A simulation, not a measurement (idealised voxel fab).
Process module in this document: voxel released beams
cross-section cut | 215 nm wide | cells 5 nm
Just so we're on the same page, the cross-sections are grids of square cells, and they're listed out in bands top to bottom, each band one or more rows deep.
In this notation a band is specified by the heights of its top and bottom, in that order and in nm, after which its materials appear from left to right, each paired with its width in nm. The word "throughout" attached to a single material means that material fills the band from edge to edge; the word "air" stands for empty space.
For the purposes of this specification, 0 denotes the height below which the wafer in its as-received condition is composed wholly of one material, and the lowermost band, lacking a lower limit, extends downward without end, as expressed in "0 -> down".
The notation "30->40" denotes a width that varies across the rows of cells in the band, beginning at the first number in the top row, finishing at the second number in the bottom row, and changing by an identical amount from each row to the next.
No cell of the cross-section changed in a step that is given as "no alteration".
Voids not open to the top, 8 cells minimum: see "Closed empty spaces". Written width x height at distance; distance is from the left edge; nm.
Note: text after step settings on the step line = simulator remark on that step.
The optional step-line setting "overlay nm" applies to steps with a mask and quantifies how far to the right of its planned location the mask lay, a negative value indicating leftward placement.

The planned process steps are enumerated hereunder
- 1: RECEIVE [material Si]
- 2: CONFORMAL_DEP [material SiN] [thk nm 10]
- 3: DIRECTIONAL_DEP [material SiO2] [thk nm 15]
- 4: PATTERN [tone open] [mask id ANCHOR] [material resist] [width nm 45] [thk nm 15] [overlay nm 0]
- 5: DIRECTIONAL_ETCH [etch materials SiO2] [depth nm 15]
- 6: STRIP [etch materials resist]
- 7: CONFORMAL_DEP [material W] [thk nm 15]
- 8: MASKED_ETCH [tone cover] [mask id BEAM] [width nm 90] [etch materials W] [depth nm 15] [overlay nm 0]
- 9: STRIP [etch materials SiO2]

Delivered wafer in cross-section: state after step 1
  0 -> down = Si throughout
  Closed empty spaces: none

Cross-section at module end, one run error; start and plan unchanged from above
  25 -> 10 = 65 nm air / 15 nm W / 15 nm air / 15 nm W / 105 nm air
  10 -> 0 = SiN throughout
  0 -> down = Si throughout
  Closed empty spaces: none
Finding, execution versus plan: rather than as planned, step 8 actually ran as MASKED_ETCH [tone open] [mask id BEAM] [width nm 90] [etch materials W] [depth nm 15] [overlay nm 0]
